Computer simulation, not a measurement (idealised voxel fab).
process module | voxel capacitor over wiring
155 nm wide, 5 nm square cells: that's cross-section cut.
Reading order for cross-sections: top band down to bottom band. Underlying form: a grid of square cells. Band size: one or more rows of cells.
Band: top height; bottom height; in nm. Then, left to right: material with width in nm, for each material. "full width": a single material spanning edge to edge. "air": empty space.
The reference from which all heights are counted is 0, the level beneath which the as-received wafer is entirely one material; the lowest band, having no lower bound, proceeds downward and is written after the example "0 -> down".
Read "30 to 40" as a graded width: first number on top, second number at the bottom, same change between each pair of neighbouring rows.
Take "nothing got changed" at face value: in the step it is given for, the cross-section changed in none of its cells.
Empty spaces without an open route to the top, at least 8 cells in extent, make up the entry "Enclosed internal cavities"; each is given as width x height at distance, where the distance is measured from the left edge, and all are in nm.
Anything after a step's settings on that line? It's the simulator's own note about the step.
overlay nm: where the mask lay relative to plan, measured to the right, on steps with a mask; negatives go left.

Process steps - plan
| 1 | RECEIVE: material Si |
| 2 | CONFORMAL_DEP: material SiO2, thk nm 10 |
| 3 | CONFORMAL_DEP: material SiCN, thk nm 5 |
| 4 | DIRECTIONAL_DEP: material SiO2, thk nm 25 |
| 5 | MASKED_ETCH: tone open, mask id METAL_1, width nm 25, pitch nm 95, etch materials SiO2, depth nm 25, overlay nm 0 |
| 6 | MASKED_ETCH: tone open, mask id METAL_1, width nm 25, pitch nm 95, etch materials SiCN, depth nm 5, overlay nm 0 |
| 7 | CONFORMAL_DEP: material TiN, thk nm 5 |
| 8 | FILL_DEP: material Cu, thk nm 5 |
| 9 | CMP: height nm 40 |
| 10 | EPI: material Ru, thk nm 5 |
| 11 | FILL_DEP: material SiCN, thk nm 5 |
| 12 | DIRECTIONAL_DEP: material SiO2, thk nm 20 |
| 13 | MASKED_ETCH: tone open, mask id PLUG_1, width nm 15, etch materials SiO2, depth nm 20, overlay nm 0 |
| 14 | MASKED_ETCH: tone open, mask id PLUG_1, width nm 15, etch materials SiCN, depth nm 5, overlay nm 0 |
| 15 | CONFORMAL_DEP: material TiN, thk nm 5 |
| 16 | FILL_DEP: material Ru, thk nm 10 |
| 17 | CMP: height nm 70 |
| 18 | DIRECTIONAL_DEP: material TiN, thk nm 5 |
| 19 | DIRECTIONAL_DEP: material SiN, thk nm 5 |
| 20 | DIRECTIONAL_DEP: material TiN, thk nm 5 |
| 21 | DIRECTIONAL_DEP: material aC, thk nm 15 |
| 22 | PATTERN: tone cover, mask id UPPER_PLATE, material resist, width nm 75, thk nm 35, overlay nm 0 |
| 23 | DIRECTIONAL_ETCH: etch materials aC, depth nm 15 |
| 24 | STRIP: etch materials resist |
| 25 | DIRECTIONAL_ETCH: etch materials TiN, depth nm 5 |
| 26 | DIRECTIONAL_ETCH: etch materials SiN, depth nm 5 |
| 27 | STRIP: etch materials aC |
| 28 | MASKED_ETCH: tone cover, mask id LOWER_PLATE, width nm 85, etch materials TiN, depth nm 5, overlay nm 0 |
| 29 | FILL_DEP: material SiO2, thk nm 20 |
| 30 | CMP: height nm 100 |
| 31 | MASKED_ETCH: tone open, mask id PLUG_2, width nm 15, etch materials SiO2, depth nm 15, overlay nm 0 |
| 32 | CONFORMAL_DEP: material TiN, thk nm 5 |
| 33 | FILL_DEP: material Cu, thk nm 5 |
| 34 | CMP: height nm 100 |
| 35 | CONFORMAL_DEP: material SiCN, thk nm 5 |

Incoming wafer, cross-sectional view, post step 1
  0 -> down = Si full width
  Enclosed internal cavities: none

Result of the module, cross-sectioned: start per above, plan per above, one error in how it was run
  105 -> 100 = SiCN full width
  100 -> 90 = SiO2 35, TiN 5, Cu 5, TiN 5, SiO2 105
  90 -> 80 = SiO2 35 to 25, TiN 15 to 75, SiO2 105 to 55
  80 -> 75 = SiO2 25, SiN 75, SiO2 55
  75 -> 70 = SiO2 15, TiN 85, SiO2 55
  70 -> 50 = SiO2 25, TiN 5, Ru 5, TiN 5, SiO2 115
  50 -> 45 = SiCN 25, TiN 15, SiCN 115
  45 -> 40 = SiCN 10, Ru 35, SiCN 60, Ru 35, SiCN 15
  40 -> 15 = SiO2 15, TiN 5, Cu 15, TiN 5, SiO2 70, TiN 5, Cu 15, TiN 5, SiO2 20
  15 -> 10 = SiCN 15, TiN 25, SiCN 70, TiN 25, SiCN 20
  10 -> 0 = SiO2 full width
  0 -> down = Si full width
  Enclosed internal cavities: none
Deviation noted in wafer processing: planned and actual differ for step 28; actual: MASKED_ETCH: tone cover, mask id LOWER_PLATE, width nm 85, etch materials TiN, depth nm 5, overlay nm -5
